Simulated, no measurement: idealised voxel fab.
You're looking at the process module voxel released beams.
Cross-section cut spans 205 nm and uses square cells 5 nm in size.
Each cross-section below is a grid of square cells, stated as bands in top-down order, with one or more rows of cells making up each band. Band entry format. Leading values: height of top, height of bottom, nm. Remainder: materials in left-to-right order, each with its width in nm. Special words: "full width" on a single material, which then fills the band edge to edge; "empty", empty space. Note: height 0 marks the level under which the wafer is uniformly one material as received. Lowest band unbounded below, written "0..down". Width spec "30->40" -> top row of cells at first value, bottom row at second value, equal per-row change in between. The cross-section has no changed cell in any step marked "everything unchanged". Basically, "Enclosed void list" tells you about the enclosed voids: empty spaces with no open way to the top, 8 cells or bigger, each written width x height at distance, where distance is from the left edge, all in nm. Note: text after step settings on the step line = simulator remark on that step. "overlay nm" answers the question of how far to the right of plan the mask lay on a step that has a mask, and when it is negative the answer is to the left.
The process steps that were planned are listed below
1. RECEIVE [material Si]
2. CONFORMAL_DEP [material SiN] [thk nm 10]
3. DIRECTIONAL_DEP [material SiO2] [thk nm 20]
4. MASKED_ETCH [tone open] [mask id ANCHOR] [width nm 30] [etch materials SiO2] [depth nm 20] [overlay nm 0]
5. CONFORMAL_DEP [material W] [thk nm 10]
6. MASKED_ETCH [tone cover] [mask id BEAM] [width nm 85] [etch materials W] [depth nm 10] [overlay nm 0]
7. STRIP [etch materials SiO2]
Run as planned: first of two wafers
Cross-section of the wafer upon arrival, representing the state reached after step 1
- 0..down  Si full width
- Enclosed void list: none
Cross-sectional representation of the wafer at the conclusion of step 2
- 10..0  SiN full width
- Everything below 0 is unchanged.
Cross-sectional representation of the wafer at the conclusion of step 3
- 30..10  SiO2 full width
- Everything below 10 is unchanged.
Cross-sectional representation of the wafer at the conclusion of step 4
- 30..10  60 of SiO2  30 of empty  115 of SiO2
- Everything below 10 is unchanged.
Cross-sectional representation of the wafer at the conclusion of step 5
- 40..30  70 of W  10 of empty  125 of W
- 30..20  60 of SiO2  10 of W  10 of empty  10 of W  115 of SiO2
- 20..10  60 of SiO2  30 of W  115 of SiO2
- Everything below 10 is unchanged.
Cross-sectional representation of the wafer at the conclusion of step 6
- 40..30  55 of empty  15 of W  10 of empty  60 of W  65 of empty
- Everything below 30 is unchanged.
Cross-sectional representation of the wafer at the conclusion of step 7
- 40..30  55 of empty  15 of W  10 of empty  60 of W  65 of empty
- 30..20  60 of empty  10 of W  10 of empty  10 of W  115 of empty
- 20..10  60 of empty  30 of W  115 of empty
- Everything below 10 is unchanged.
For the second wafer, take the first wafer's start and plan, then add one mistake made in running it; everything through step 3, that step included, is shared with the first
X-section, second wafer, when step 4 was due to finish
- 30..10  60 of SiO2  35 of empty  110 of SiO2
- Everything below 10 is unchanged.
X-section, second wafer, when step 5 was due to finish
- 40..30  70 of W  15 of empty  120 of W
- 30..20  60 of SiO2  10 of W  15 of empty  10 of W  110 of SiO2
- 20..10  60 of SiO2  35 of W  110 of SiO2
- Everything below 10 is unchanged.
X-section, second wafer, when step 6 was due to finish
- 40..30  55 of empty  15 of W  15 of empty  55 of W  65 of empty
- Everything below 30 is unchanged.
X-section, second wafer, when step 7 was due to finish
- 40..30  55 of empty  15 of W  15 of empty  55 of W  65 of empty
- 30..20  60 of empty  10 of W  15 of empty  10 of W  110 of empty
- 20..10  60 of empty  35 of W  110 of empty
- Everything below 10 is unchanged.
Misprocessing identified: step 4 changed vs plan, executed as MASKED_ETCH [tone open] [mask id ANCHOR] [width nm 35] [etch materials SiO2] [depth nm 20] [overlay nm 0]
At the close, every material occupies the same number of cells on the second wafer as on the first, only in different positions.
